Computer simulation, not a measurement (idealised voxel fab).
Herein follows the process module entitled voxel air gaps.
FYI the section here is cut, 240 nm wide, cells are 5 nm squares.
Cross-section format: a grid of square cells, given as bands from top to bottom; each band is one or more rows of cells.
This entry defines a band. It first specifies the height of the band's top and the height of its bottom in nm, and then specifies the band's materials from left to right, stating each material with its width in nm. The word "everywhere" identifies a single material that fills the band from edge to edge, while the word "empty" identifies empty space.
Zero point of the height axis is 0; under it, received wafer = one material. Lowest band: continues down indefinitely, "0 nm and below".
A two-number width, for instance "30 to 40", indicates that the width is equal to the first number in the top row of the band and to the second number in the bottom row, and that it changes by a constant amount per row of cells.
"stayed the same", as given for a step, is the statement that not any cell of the cross-section underwent a change during that step.
In "Sealed cavities" the enclosed voids are listed, meaning empty spaces of 8 cells or larger without any opening to the top. The form is width x height at distance, distance from the left edge, units nm.
What comes after the settings on a step's line is commentary from the simulator itself on that step.
"overlay nm" denotes, for a step that has a mask, the displacement of the mask to the right of its planned place, with negative values corresponding to the left.

THIS SECTION LISTS THE PROCESS STEPS THAT WERE PLANNED
1,RECEIVE,material Si
2,CONFORMAL_DEP,material SiO2,thk nm 15
3,CONFORMAL_DEP,material SiCN,thk nm 5
4,DIRECTIONAL_DEP,material lowk,thk nm 30
5,PATTERN,tone open,mask id LINES,material resist,width nm 15,pitch nm 45,thk nm 20,overlay nm 0
6,DIRECTIONAL_ETCH,etch materials lowk,depth nm 30
7,STRIP,etch materials resist
8,CONFORMAL_DEP,material TiN,thk nm 5
9,FILL_DEP,material Cu,thk nm 10
10,CMP,height nm 50
11,EPI,material Ru,thk nm 10
12,SELECTIVE_ETCH,etch materials lowk,depth nm 40
13,CONFORMAL_DEP,material SiCN,thk nm 5

WAFER AT RECEIPT (POST STEP 1), CROSS-SECTION
	0 nm and below | Si everywhere
	Sealed cavities: none

WHAT THE WAFER LOOKS LIKE IN CROSS-SECTION AFTER THIS MODULE, WHEN IT STARTS AS SHOWN ABOVE AND FOLLOWS THE PLAN ABOVE BUT ONE MISTAKE IS MADE IN RUNNING IT
	65 nm to 60 nm | empty: 50, then SiCN: 135, then empty: 55
	60 nm to 50 nm | empty: 50, then SiCN: 5, then Ru: 35, then SiCN: 10, then Ru: 35, then SiCN: 10, then Ru: 35, then SiCN: 5, then empty: 55
	50 nm to 45 nm | empty: 50, then SiCN: 15, then TiN: 5, then Cu: 5, then TiN: 5, then SiCN: 30, then TiN: 5, then Cu: 5, then TiN: 5, then SiCN: 30, then TiN: 5, then Cu: 5, then TiN: 5, then SiCN: 15, then empty: 55
	45 nm to 40 nm | empty: 60, then SiCN: 5, then TiN: 5, then Cu: 5, then TiN: 5, then SiCN: 5, then empty: 20, then SiCN: 5, then TiN: 5, then Cu: 5, then TiN: 5, then SiCN: 5, then empty: 20, then SiCN: 5, then TiN: 5, then Cu: 5, then TiN: 5, then SiCN: 5, then empty: 65
	40 nm to 35 nm | SiCN: 65, then TiN: 15, then SiCN: 30, then TiN: 15, then SiCN: 30, then TiN: 15, then SiCN: 70
	35 nm to 30 nm | SiCN everywhere
	30 nm to 0 nm | SiO2 everywhere
	0 nm and below | Si everywhere
	Sealed cavities: none
Which mistake was made when the wafer was run? step 2 was run twice
